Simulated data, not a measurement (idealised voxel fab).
Herein follows the process module entitled voxel transistor to metal.
Square cell edge 5 nm, section width 160 nm, ID cut.
A cross-section in this document is a grid of square cells, and it is written down as bands, the top band listed before the ones below it; a band is made up of one or more rows of cells. It is stipulated that each band's entry specify, in nanometres, the height of the top of the band and then that of its bottom, followed by the materials of the band in left-to-right sequence, each together with its width in nanometres. A single material marked by the word "full width" is understood to fill the band from edge to edge; the word "empty" is understood to denote empty space. For the purposes of this specification, 0 denotes the height below which the wafer in its as-received condition is composed wholly of one material, and the lowermost band, lacking a lower limit, extends downward without end, as expressed in "0 down". Quick explanation for "30 to 40": the width changes in equal steps down the rows of cells, from the first number in the band's top row to the second number in its bottom row. When a step is marked "no alterations made", none of the cells in the cross-section changed during that step. "Enclosed void entries" enumerates empty spaces isolated from the top, with no open way to it, that contain at least 8 cells, giving each as width x height at distance from the left edge, all three in nm. Read whatever lies past the settings on a step's line as the simulator's own remark about the step. Steps that use a mask can have "overlay nm" on their line. It says how far the mask sat to the right of where it was meant to be. Negative means to the left.
Set out below are the planned steps of the process
1: RECEIVE,material Si
2: OXIDIZE,depth nm 5
3: CONFORMAL_DEP,material SiN,thk nm 10
4: DIRECTIONAL_DEP,material aC,thk nm 15
5: PATTERN,tone cover,mask id ACTIVE,material resist,width nm 115,thk nm 35,overlay nm 0
6: DIRECTIONAL_ETCH,etch materials aC,depth nm 15
7: STRIP,etch materials resist
8: DIRECTIONAL_ETCH,etch materials SiN,depth nm 10
9: DIRECTIONAL_ETCH,etch materials SiO2,depth nm 5
10: DIRECTIONAL_ETCH,etch materials Si,depth nm 30
11: STRIP,etch materials aC
12: OXIDIZE,depth nm 5
13: FILL_DEP,material SiO2,thk nm 10
14: CMP,height nm 10
15: SELECTIVE_ETCH,etch materials SiO2,depth nm 5
16: STRIP,etch materials SiN
17: SELECTIVE_ETCH,etch materials SiO2,depth nm 5
18: OXIDIZE,depth nm 5
19: DIRECTIONAL_DEP,material polySi,thk nm 20
20: DIRECTIONAL_DEP,material SiCN,thk nm 10
21: DIRECTIONAL_DEP,material aC,thk nm 15
22: PATTERN,tone cover,mask id GATE,material resist,width nm 15,thk nm 30,overlay nm 0
23: DIRECTIONAL_ETCH,etch materials aC,depth nm 15
24: STRIP,etch materials resist
25: DIRECTIONAL_ETCH,etch materials SiCN,depth nm 20
26: DIRECTIONAL_ETCH,etch materials polySi,depth nm 30
27: STRIP,etch materials aC
28: CONFORMAL_DEP,material SiN,thk nm 10
29: DIRECTIONAL_ETCH,etch materials SiN,depth nm 10
30: DIRECTIONAL_ETCH,etch materials SiO2,depth nm 5
31: DIRECTIONAL_ETCH,etch materials Si,depth nm 5
32: EPI,material nSi,thk nm 10
33: FILL_DEP,material SiO2,thk nm 5
34: CMP,height nm 25
35: DIRECTIONAL_DEP,material SiO2,thk nm 15
36: PATTERN,tone open,mask id CONTACT,material resist,width nm 35,pitch nm 60,thk nm 20,overlay nm 0
37: DIRECTIONAL_ETCH,etch materials SiO2,depth nm 45
38: STRIP,etch materials resist
39: CONFORMAL_DEP,material TiN,thk nm 5
40: FILL_DEP,material W,thk nm 5
41: CMP,height nm 40
42: CONFORMAL_DEP,material SiCN,thk nm 5
43: DIRECTIONAL_DEP,material lowk,thk nm 15
44: MASKED_ETCH,tone open,mask id METAL_1,width nm 20,pitch nm 75,etch materials lowk,depth nm 15,overlay nm 0
45: MASKED_ETCH,tone open,mask id METAL_1,width nm 20,pitch nm 75,etch materials SiCN,depth nm 5,overlay nm 0
46: CONFORMAL_DEP,material TiN,thk nm 5
47: FILL_DEP,material Cu,thk nm 5
48: CMP,height nm 60
49: EPI,material Ru,thk nm 5
50: FILL_DEP,material SiCN,thk nm 5
First of two wafers - as planned
Incoming wafer, cross-sectional view, post step 1
0 down: Si full width
Enclosed void entries: none
Wafer section view after processing step 2
0 to -5: SiO2 full width
Anything lower than -5 is untouched.
Wafer section view after processing step 3
10 to 0: SiN full width
Anything lower than 0 is untouched.
Wafer section view after processing step 4
25 to 10: aC full width
Anything lower than 10 is untouched.
Wafer section view after processing step 5
60 to 25: empty (20), resist (115), empty (25)
Anything lower than 25 is untouched.
Wafer section view after processing step 6
45 to 25: empty (20), resist (115), empty (25)
25 to 10: empty (20), aC (115), empty (25)
Anything lower than 10 is untouched.
Wafer section view after processing step 7
25 to 10: empty (20), aC (115), empty (25)
Anything lower than 10 is untouched.
Wafer section view after processing step 8
25 to 10: empty (20), aC (115), empty (25)
10 to 0: empty (20), SiN (115), empty (25)
Anything lower than 0 is untouched.
Wafer section view after processing step 9
25 to 10: empty (20), aC (115), empty (25)
10 to 0: empty (20), SiN (115), empty (25)
0 to -5: empty (20), SiO2 (115), empty (25)
Anything lower than -5 is untouched.
Wafer section view after processing step 10
25 to 10: empty (20), aC (115), empty (25)
10 to 0: empty (20), SiN (115), empty (25)
0 to -5: empty (20), SiO2 (115), empty (25)
-5 to -35: empty (20), Si (115), empty (25)
Anything lower than -35 is untouched.
Wafer section view after processing step 11
10 to 0: empty (20), SiN (115), empty (25)
Anything lower than 0 is untouched.
Wafer section view after processing step 12
10 to 0: empty (20), SiN (115), empty (25)
0 to -5: empty (20), SiO2 (115), empty (25)
-5 to -35: empty (20), SiO2 (5), Si (105), SiO2 (5), empty (25)
-35 to -40: SiO2 (25), Si (105), SiO2 (30)
Anything lower than -40 is untouched.
Wafer section view after processing step 13
20 to 10: SiO2 full width
10 to 0: SiO2 (20), SiN (115), SiO2 (25)
0 to -5: SiO2 full width
-5 to -40: SiO2 (25), Si (105), SiO2 (30)
Anything lower than -40 is untouched.
Wafer section view after processing step 14
10 to 0: SiO2 (20), SiN (115), SiO2 (25)
Anything lower than 0 is untouched.
Wafer section view after processing step 15
10 to 5: empty (20), SiN (115), empty (25)
Anything lower than 5 is untouched.
Wafer section view after processing step 16
5 to 0: SiO2 (20), empty (115), SiO2 (25)
Anything lower than 0 is untouched.
Wafer section view after processing step 17
0 to -5: SiO2 (15), empty (125), SiO2 (20)
Anything lower than -5 is untouched.
Wafer section view after processing step 18
0 to -5: SiO2 (15), empty (125), SiO2 (20)
-5 to -10: SiO2 full width
Anything lower than -10 is untouched.
Wafer section view after processing step 19
20 to 15: polySi (15), empty (125), polySi (20)
15 to 0: polySi full width
0 to -5: SiO2 (15), polySi (125), SiO2 (20)
Anything lower than -5 is untouched.
Wafer section view after processing step 20
30 to 25: SiCN (15), empty (125), SiCN (20)
25 to 20: SiCN full width
20 to 15: polySi (15), SiCN (125), polySi (20)
Anything lower than 15 is untouched.
Wafer section view after processing step 21
45 to 40: aC (15), empty (125), aC (20)
40 to 30: aC full width
30 to 25: SiCN (15), aC (125), SiCN (20)
Anything lower than 25 is untouched.
Wafer section view after processing step 22
75 to 45: empty (70), resist (15), empty (75)
45 to 40: aC (15), empty (55), resist (15), empty (55), aC (20)
Anything lower than 40 is untouched.
Wafer section view after processing step 23
60 to 40: empty (70), resist (15), empty (75)
40 to 30: empty (70), aC (15), empty (75)
30 to 25: SiCN (15), empty (55), aC (15), empty (55), SiCN (20)
Anything lower than 25 is untouched.
Wafer section view after processing step 24
40 to 30: empty (70), aC (15), empty (75)
Anything lower than 30 is untouched.
Wafer section view after processing step 25
40 to 25: empty (70), aC (15), empty (75)
25 to 20: empty (70), SiCN (15), empty (75)
20 to 15: polySi (15), empty (55), SiCN (15), empty (55), polySi (20)
Anything lower than 15 is untouched.
Wafer section view after processing step 26
40 to 25: empty (70), aC (15), empty (75)
25 to 15: empty (70), SiCN (15), empty (75)
15 to 0: empty (70), polySi (15), empty (75)
0 to -5: SiO2 (15), empty (55), polySi (15), empty (55), SiO2 (20)
Anything lower than -5 is untouched.
Wafer section view after processing step 27
25 to 15: empty (70), SiCN (15), empty (75)
Anything lower than 15 is untouched.
Wafer section view after processing step 28
35 to 25: empty (60), SiN (35), empty (65)
25 to 15: empty (60), SiN (10), SiCN (15), SiN (10), empty (65)
15 to 10: empty (60), SiN (10), polySi (15), SiN (10), empty (65)
10 to 5: SiN (25), empty (35), SiN (10), polySi (15), SiN (10), empty (35), SiN (30)
5 to 0: SiN (70), polySi (15), SiN (75)
0 to -5: SiO2 (15), SiN (55), polySi (15), SiN (55), SiO2 (20)
Anything lower than -5 is untouched.
Wafer section view after processing step 29
25 to 15: empty (60), SiN (10), SiCN (15), SiN (10), empty (65)
15 to 0: empty (60), SiN (10), polySi (15), SiN (10), empty (65)
0 to -5: SiO2 (15), SiN (10), empty (35), SiN (10), polySi (15), SiN (10), empty (35), SiN (10), SiO2 (20)
Anything lower than -5 is untouched.
Wafer section view after processing step 30
25 to 15: empty (60), SiN (10), SiCN (15), SiN (10), empty (65)
15 to 0: empty (60), SiN (10), polySi (15), SiN (10), empty (65)
0 to -5: empty (15), SiN (10), empty (35), SiN (10), polySi (15), SiN (10), empty (35), SiN (10), empty (20)
-5 to -10: SiO2 (25), empty (35), SiO2 (35), empty (35), SiO2 (30)
Anything lower than -10 is untouched.
Wafer section view after processing step 31
25 to 15: empty (60), SiN (10), SiCN (15), SiN (10), empty (65)
15 to 0: empty (60), SiN (10), polySi (15), SiN (10), empty (65)
0 to -5: empty (15), SiN (10), empty (35), SiN (10), polySi (15), SiN (10), empty (35), SiN (10), empty (20)
-5 to -10: SiO2 (25), empty (35), SiO2 (35), empty (35), SiO2 (30)
-10 to -15: SiO2 (25), empty (35), Si (35), empty (35), SiO2 (30)
Anything lower than -15 is untouched.
Wafer section view after processing step 32
25 to 15: empty (60), SiN (10), SiCN (15), SiN (10), empty (65)
15 to 0: empty (60), SiN (10), polySi (15), SiN (10), empty (65)
0 to -5: empty (15), SiN (10), empty (25), nSi (10), SiN (10), polySi (15), SiN (10), nSi (10), empty (25), SiN (10), empty (20)
-5 to -10: SiO2 (25), nSi (35), SiO2 (35), nSi (35), SiO2 (30)
-10 to -15: SiO2 (25), nSi (35), Si (35), nSi (35), SiO2 (30)
Anything lower than -15 is untouched.
Wafer section view after processing step 33
30 to 25: SiO2 full width
25 to 15: SiO2 (60), SiN (10), SiCN (15), SiN (10), SiO2 (65)
15 to 0: SiO2 (60), SiN (10), polySi (15), SiN (10), SiO2 (65)
0 to -5: SiO2 (15), SiN (10), SiO2 (25), nSi (10), SiN (10), polySi (15), SiN (10), nSi (10), SiO2 (25), SiN (10), SiO2 (20)
Anything lower than -5 is untouched.
Wafer section view after processing step 34
25 to 15: SiO2 (60), SiN (10), SiCN (15), SiN (10), SiO2 (65)
Anything lower than 15 is untouched.
Wafer section view after processing step 35
40 to 25: SiO2 full width
Anything lower than 25 is untouched.
Wafer section view after processing step 36
60 to 40: resist (30), empty (35), resist (25), empty (35), resist (35)
Anything lower than 40 is untouched.
Wafer section view after processing step 37
60 to 40: resist (30), empty (35), resist (25), empty (35), resist (35)
40 to 25: SiO2 (30), empty (35), SiO2 (25), empty (35), SiO2 (35)
25 to 15: SiO2 (30), empty (30), SiN (10), SiCN (15), SiN (10), empty (30), SiO2 (35)
15 to 0: SiO2 (30), empty (30), SiN (10), polySi (15), SiN (10), empty (30), SiO2 (35)
0 to -5: SiO2 (15), SiN (10), SiO2 (5), empty (20), nSi (10), SiN (10), polySi (15), SiN (10), nSi (10), empty (20), SiO2 (5), SiN (10), SiO2 (20)
Anything lower than -5 is untouched.
Wafer section view after processing step 38
40 to 25: SiO2 (30), empty (35), SiO2 (25), empty (35), SiO2 (35)
Anything lower than 25 is untouched.
Wafer section view after processing step 39
45 to 40: TiN (35), empty (25), TiN (35), empty (25), TiN (40)
40 to 30: SiO2 (30), TiN (5), empty (25), TiN (5), SiO2 (25), TiN (5), empty (25), TiN (5), SiO2 (35)
30 to 25: SiO2 (30), TiN (5), empty (20), TiN (10), SiO2 (25), TiN (10), empty (20), TiN (5), SiO2 (35)
25 to 15: SiO2 (30), TiN (5), empty (20), TiN (5), SiN (10), SiCN (15), SiN (10), TiN (5), empty (20), TiN (5), SiO2 (35)
15 to 5: SiO2 (30), TiN (5), empty (20), TiN (5), SiN (10), polySi (15), SiN (10), TiN (5), empty (20), TiN (5), SiO2 (35)
5 to 0: SiO2 (30), TiN (5), empty (10), TiN (15), SiN (10), polySi (15), SiN (10), TiN (15), empty (10), TiN (5), SiO2 (35)
0 to -5: SiO2 (15), SiN (10), SiO2 (5), TiN (20), nSi (10), SiN (10), polySi (15), SiN (10), nSi (10), TiN (20), SiO2 (5), SiN (10), SiO2 (20)
Anything lower than -5 is untouched.
Wafer section view after processing step 40
50 to 45: W full width
45 to 40: TiN (35), W (25), TiN (35), W (25), TiN (40)
40 to 30: SiO2 (30), TiN (5), W (25), TiN (5), SiO2 (25), TiN (5), W (25), TiN (5), SiO2 (35)
30 to 25: SiO2 (30), TiN (5), W (20), TiN (10), SiO2 (25), TiN (10), W (20), TiN (5), SiO2 (35)
25 to 15: SiO2 (30), TiN (5), W (20), TiN (5), SiN (10), SiCN (15), SiN (10), TiN (5), W (20), TiN (5), SiO2 (35)
15 to 5: SiO2 (30), TiN (5), W (20), TiN (5), SiN (10), polySi (15), SiN (10), TiN (5), W (20), TiN (5), SiO2 (35)
5 to 0: SiO2 (30), TiN (5), W (10), TiN (15), SiN (10), polySi (15), SiN (10), TiN (15), W (10), TiN (5), SiO2 (35)
Anything lower than 0 is untouched.
Wafer section view after processing step 41
40 to 30: SiO2 (30), TiN (5), W (25), TiN (5), SiO2 (25), TiN (5), W (25), TiN (5), SiO2 (35)
Anything lower than 30 is untouched.
Wafer section view after processing step 42
45 to 40: SiCN full width
Anything lower than 40 is untouched.
Wafer section view after processing step 43
60 to 45: lowk full width
Anything lower than 45 is untouched.
Wafer section view after processing step 44
60 to 45: lowk (30), empty (20), lowk (55), empty (20), lowk (35)
Anything lower than 45 is untouched.
Wafer section view after processing step 45
60 to 45: lowk (30), empty (20), lowk (55), empty (20), lowk (35)
45 to 40: SiCN (30), empty (20), SiCN (55), empty (20), SiCN (35)
Anything lower than 40 is untouched.
Wafer section view after processing step 46
65 to 60: TiN (35), empty (10), TiN (65), empty (10), TiN (40)
60 to 45: lowk (30), TiN (5), empty (10), TiN (5), lowk (55), TiN (5), empty (10), TiN (5), lowk (35)
45 to 40: SiCN (30), TiN (20), SiCN (55), TiN (20), SiCN (35)
Anything lower than 40 is untouched.
Wafer section view after processing step 47
70 to 65: Cu full width
65 to 60: TiN (35), Cu (10), TiN (65), Cu (10), TiN (40)
60 to 45: lowk (30), TiN (5), Cu (10), TiN (5), lowk (55), TiN (5), Cu (10), TiN (5), lowk (35)
Anything lower than 45 is untouched.
Wafer section view after processing step 48
60 to 45: lowk (30), TiN (5), Cu (10), TiN (5), lowk (55), TiN (5), Cu (10), TiN (5), lowk (35)
Anything lower than 45 is untouched.
Wafer section view after processing step 49
65 to 60: empty (25), Ru (30), empty (45), Ru (30), empty (30)
Anything lower than 60 is untouched.
Wafer section view after processing step 50
70 to 65: SiCN full width
65 to 60: SiCN (25), Ru (30), SiCN (45), Ru (30), SiCN (30)
Anything lower than 60 is untouched.
The second wafer was prepared from the same starting point and under the same plan as the first; its processing contained one mistake, and it remains indistinguishable from the first wafer up to and including step 49
Second wafer cross-section, taken as of the time the plan sets for step 50 to be done: no alterations made
Against the plan, the run slipped here: yeah, step 50 of the plan got skipped, never ran
Upon completion, the second wafer contains, in terms of cells, a greater or smaller amount of certain materials than the first wafer: SiCN -52
